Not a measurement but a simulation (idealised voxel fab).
voxel wiring stack: a process module
The width of the displayed cross-section, cut, is 205 nm; its cells are square, with a size of 5 nm.
When this document writes out a cross-section, it uses a grid of square cells and lists it as bands, beginning at the top and moving down, with a band standing for one or more rows of cells.
This entry defines a band. It first specifies the height of the band's top and the height of its bottom in nm, and then specifies the band's materials from left to right, stating each material with its width in nm. The word "throughout" identifies a single material that fills the band from edge to edge, while the word "blank" identifies empty space.
Where do heights start? At 0: under that level the wafer as delivered is made of one material only. And the lowest band has no floor; it just carries on downward, as in "z 0 and below".
The width entry "30->40" should be interpreted row by row: the top row of cells in the band takes the first number, the bottom row takes the second number, and the change between adjacent rows is uniform throughout.
When a step is marked "same as before", none of the cells in the cross-section changed during that step.
"Enclosed void listing" means: voids of 8 cells or more that are shut off from the top with no open way through. Written width x height at distance, distance from the left edge, in nm.
Anything after a step's settings on that line? It's the simulator's own note about the step.
A step line may carry the setting "overlay nm", which, for steps involving a mask, states the distance by which the mask lay to the right of its intended position; negative values denote displacement to the left.
### So here's the lineup of process steps we planned
1,RECEIVE, material Si
2,CONFORMAL_DEP, material SiO2, thk nm 15
3,CONFORMAL_DEP, material SiCN, thk nm 5
4,DIRECTIONAL_DEP, material lowk, thk nm 25
5,DIRECTIONAL_DEP, material aC, thk nm 10
6,PATTERN, tone open, mask id METAL_1, material resist, width nm 25, pitch nm 50, thk nm 30, overlay nm 0
7,DIRECTIONAL_ETCH, etch materials aC, depth nm 10
8,STRIP, etch materials resist
9,DIRECTIONAL_ETCH, etch materials lowk, depth nm 25
10,DIRECTIONAL_ETCH, etch materials SiCN, depth nm 5
11,STRIP, etch materials aC
12,CONFORMAL_DEP, material TiN, thk nm 5
13,FILL_DEP, material Cu, thk nm 10
14,CMP, height nm 45
15,CONFORMAL_DEP, material SiCN, thk nm 5
16,DIRECTIONAL_DEP, material lowk, thk nm 15
17,DIRECTIONAL_DEP, material aC, thk nm 15
18,PATTERN, tone open, mask id PLUG_1, material resist, width nm 15, pitch nm 50, thk nm 30, overlay nm 0
19,DIRECTIONAL_ETCH, etch materials aC, depth nm 15
20,STRIP, etch materials resist
21,DIRECTIONAL_ETCH, etch materials lowk, depth nm 15
22,DIRECTIONAL_ETCH, etch materials SiCN, depth nm 5
23,STRIP, etch materials aC
24,CONFORMAL_DEP, material TiN, thk nm 5
25,FILL_DEP, material Ru, thk nm 5
26,CMP, height nm 65
27,DIRECTIONAL_DEP, material TiN, thk nm 5
28,DIRECTIONAL_DEP, material W, thk nm 20
29,MASKED_ETCH, tone cover, mask id METAL_2, width nm 25, pitch nm 50, etch materials W, depth nm 20, overlay nm 0
30,MASKED_ETCH, tone cover, mask id METAL_2, width nm 25, pitch nm 50, etch materials TiN, depth nm 5, overlay nm 0
31,FILL_DEP, material SiO2, thk nm 5
32,CMP, height nm 90
33,CONFORMAL_DEP, material SiN, thk nm 5
### Delivered wafer in cross-section: state after step 1
> z 0 and below = Si throughout
> Enclosed void listing: none
### First of two wafers: cross-section at end of module, run per plan
> z 95 to 90 = SiN throughout
> z 90 to 70 = 40 SiO2, then 25 W, then 25 SiO2, then 25 W, then 25 SiO2, then 25 W, then 40 SiO2
> z 70 to 65 = 40 SiO2, then 25 TiN, then 25 SiO2, then 25 TiN, then 25 SiO2, then 25 TiN, then 40 SiO2
> z 65 to 50 = 40 lowk, then 5 TiN, then 5 Ru, then 5 TiN, then 35 lowk, then 5 TiN, then 5 Ru, then 5 TiN, then 35 lowk, then 5 TiN, then 5 Ru, then 5 TiN, then 50 lowk
> z 50 to 45 = 40 SiCN, then 15 TiN, then 35 SiCN, then 15 TiN, then 35 SiCN, then 15 TiN, then 50 SiCN
> z 45 to 20 = 40 lowk, then 5 TiN, then 15 Cu, then 5 TiN, then 25 lowk, then 5 TiN, then 15 Cu, then 5 TiN, then 25 lowk, then 5 TiN, then 15 Cu, then 5 TiN, then 40 lowk
> z 20 to 15 = 40 SiCN, then 25 TiN, then 25 SiCN, then 25 TiN, then 25 SiCN, then 25 TiN, then 40 SiCN
> z 15 to 0 = SiO2 throughout
> z 0 and below = Si throughout
> Enclosed void listing: none
### second wafer at the end: like start, like plan, one mistake
> z 95 to 90 = SiN throughout
> z 90 to 70 = 40 SiO2, then 25 W, then 25 SiO2, then 25 W, then 25 SiO2, then 25 W, then 40 SiO2
> z 70 to 65 = 40 SiO2, then 25 TiN, then 25 SiO2, then 25 TiN, then 25 SiO2, then 25 TiN, then 40 SiO2
> z 65 to 60 = Ru throughout
> z 60 to 55 = 45 TiN, then 5 Ru, then 45 TiN, then 5 Ru, then 45 TiN, then 5 Ru, then 55 TiN
> z 55 to 50 = 40 lowk, then 5 TiN, then 5 Ru, then 5 TiN, then 35 lowk, then 5 TiN, then 5 Ru, then 5 TiN, then 35 lowk, then 5 TiN, then 5 Ru, then 5 TiN, then 50 lowk
> z 50 to 45 = 40 SiCN, then 15 TiN, then 35 SiCN, then 15 TiN, then 35 SiCN, then 15 TiN, then 50 SiCN
> z 45 to 20 = 40 lowk, then 5 TiN, then 15 Cu, then 5 TiN, then 25 lowk, then 5 TiN, then 15 Cu, then 5 TiN, then 25 lowk, then 5 TiN, then 15 Cu, then 5 TiN, then 40 lowk
> z 20 to 15 = 40 SiCN, then 25 TiN, then 25 SiCN, then 25 TiN, then 25 SiCN, then 25 TiN, then 40 SiCN
> z 15 to 0 = SiO2 throughout
> z 0 and below = Si throughout
> Enclosed void listing: none
So what did we get wrong on this run? heads up, step 16 didn't go per plan, it actually ran as DIRECTIONAL_DEP, material lowk, thk nm 5
It is noted that, at the conclusion of processing, the second wafer exhibits a higher or lower cell count for certain materials relative to the first: 38 more of Ru; 26 more of TiN; 64 fewer of lowk
